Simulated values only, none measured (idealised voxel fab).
Process module in this document: voxel ribs on slabs
This is section cut - it's 260 nm across, gridded in 5 nm square cells.
Cross-section spec: square-cell grid; bands listed top down; each band is one or more rows.
Each band's line starts with the height of the band's top and of its bottom, in nm. Then come its materials from left to right, each with its width in nm. One material with "edge to edge" fills the band from edge to edge. "air" is empty space.
The level at which height equals 0 is the one under which the wafer, as it arrives, is entirely one material. No lower edge exists for the bottom band, which continues downward and is notated as in "from 0 down".
A two-number width, for instance "30..40", indicates that the width is equal to the first number in the top row of the band and to the second number in the bottom row, and that it changes by a constant amount per row of cells.
"nothing was modified", as given for a step, is the statement that not any cell of the cross-section underwent a change during that step.
Each empty space that has no open way to the top and spans at least 8 cells appears under "Closed internal cavities" as width x height at distance, the distance counted from the left edge, all in nm.
If you see something after the settings on a step's line, that's the simulator's own remark about that step.
"overlay nm" on a masked step: distance the mask lay right of its planned place, negative for left.

# Set out below are the planned steps of the process
step 1: op RECEIVE | material Si
step 2: op DIRECTIONAL_DEP | material SiO2 | thk nm 20
step 3: op DIRECTIONAL_DEP | material polySi | thk nm 25
step 4: op MASKED_ETCH | tone cover | mask id RIB | width nm 20 | etch materials polySi | depth nm 20 | overlay nm 0
step 5: op DIRECTIONAL_DEP | material aC | thk nm 15
step 6: op PATTERN | tone cover | mask id SLAB | material resist | width nm 60 | thk nm 35 | overlay nm 0
step 7: op DIRECTIONAL_ETCH | etch materials aC | depth nm 5
step 8: op STRIP | etch materials resist
step 9: op DIRECTIONAL_ETCH | etch materials polySi | depth nm 5
step 10: op STRIP | etch materials aC
step 11: op FILL_DEP | material SiO2 | thk nm 15
step 12: op CMP | height nm 55
step 13: op DIRECTIONAL_DEP | material TiN | thk nm 5
step 14: op DIRECTIONAL_DEP | material aC | thk nm 10
step 15: op PATTERN | tone cover | mask id HEATER | material resist | width nm 30 | thk nm 30 | overlay nm 0
step 16: op DIRECTIONAL_ETCH | etch materials aC | depth nm 10
step 17: op STRIP | etch materials resist
step 18: op DIRECTIONAL_ETCH | etch materials TiN | depth nm 5
step 19: op STRIP | etch materials aC
step 20: op CONFORMAL_DEP | material SiN | thk nm 10
All wafers enter the flow in the same state. The depth nm at step 7 differs from wafer to wafer, and the plan gives the value for the first wafer.

# The first of several wafers, as received after step 1, seen in section
	from 0 down: Si edge to edge
	Closed internal cavities: none

# Take any row and you have a wafer at the end of the module: how many cells of each material it has gained (+) or lost (-) since it was received, and then its closed voids
depth nm 5 | +108 SiN | +504 SiO2 | +6 TiN | +68 polySi | Closed internal cavities: none
depth nm 10 | +108 SiN | +504 SiO2 | +6 TiN | +68 polySi | Closed internal cavities: none
depth nm 15 | +108 SiN | +544 SiO2 | +6 TiN | +28 polySi | Closed internal cavities: none
depth nm 20 | +108 SiN | +544 SiO2 | +6 TiN | +28 polySi | Closed internal cavities: none
depth nm 25 | +108 SiN | +544 SiO2 | +6 TiN | +28 polySi | Closed internal cavities: none
depth nm 30 | +108 SiN | +544 SiO2 | +6 TiN | +28 polySi | Closed internal cavities: none
